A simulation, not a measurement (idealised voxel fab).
Proc. module: voxel self aligned contacts
170 nm wide, 5 nm square cells: that's cross-section cut.
We lay out every cross-section as a grid of square cells and spell it out in bands from the top down, where one band means one or more rows of cells.
Band: top and bottom heights (nm) first, top before bottom; then materials from left to right, widths in nm. "everywhere" marks a sole material filling the band edge to edge. "empty" denotes empty space.
Heads up on the height convention: 0 is the point under which the incoming wafer is all one material, and the lowest band has no bottom, it just keeps going down, like "from 0 down".
A two-number width, for instance "30..40", indicates that the width is equal to the first number in the top row of the band and to the second number in the bottom row, and that it changes by a constant amount per row of cells.
Reading "no change occurred" for a step: not a cell of the cross-section changed in it.
"Sealed-off cavities" enumerates empty spaces isolated from the top, with no open way to it, that contain at least 8 cells, giving each as width x height at distance from the left edge, all three in nm.
Heads up: the bit after the settings on a step's line is the simulator's remark on that step.
overlay nm: how far to the right of its planned place the mask lay on this masked step (negative: to the left).
Steps in the process plan
1. op RECEIVE | material Si
2. op OXIDIZE | depth nm 5
3. op DIRECTIONAL_DEP | material polySi | thk nm 30
4. op DIRECTIONAL_DEP | material SiN | thk nm 20
5. op DIRECTIONAL_DEP | material aC | thk nm 15
6. op PATTERN | tone cover | mask id GATE | material resist | width nm 35 | pitch nm 60 | thk nm 35 | overlay nm 0
7. op DIRECTIONAL_ETCH | etch materials aC | depth nm 15
8. op STRIP | etch materials resist
9. op DIRECTIONAL_ETCH | etch materials SiN | depth nm 20
10. op DIRECTIONAL_ETCH | etch materials polySi | depth nm 30
11. op STRIP | etch materials aC
12. op CONFORMAL_DEP | material SiN | thk nm 5
13. op DIRECTIONAL_ETCH | etch materials SiN | depth nm 5
14. op FILL_DEP | material SiO2 | thk nm 10
15. op CMP | height nm 55
16. op MASKED_ETCH | tone open | mask id CONTACT | width nm 45 | etch materials SiO2 | depth nm 60 | overlay nm 0
17. op CONFORMAL_DEP | material TiN | thk nm 5
18. op FILL_DEP | material W | thk nm 10
19. op CMP | height nm 55
20. op CONFORMAL_DEP | material SiN | thk nm 5
Cross-section of the wafer as it came to us, i.e., already through step 1
- from 0 down  Si everywhere
- Sealed-off cavities: none
The module was run from the start shown above using the plan shown above, but one mistake was made doing it; the resulting wafer cross-section is below
- from 60 to 55  SiN everywhere
- from 55 to 45  60 nm SiO2 / 5..15 nm TiN / 35..15 nm W / 5..15 nm TiN / 65 nm SiO2
- from 45 to 30  35 nm SiO2 / 35 nm SiN / 5 nm TiN / 15 nm W / 5 nm TiN / 35 nm SiN / 40 nm SiO2
- from 30 to 0  35 nm SiO2 / 35 nm polySi / 5 nm TiN / 15 nm W / 5 nm TiN / 35 nm polySi / 40 nm SiO2
- from 0 to -5  70 nm SiO2 / 25 nm TiN / 75 nm SiO2
- from -5 down  Si everywhere
- Sealed-off cavities: none
The plan and the run diverged here: it should be noted that step 12 of the plan was omitted and was not performed
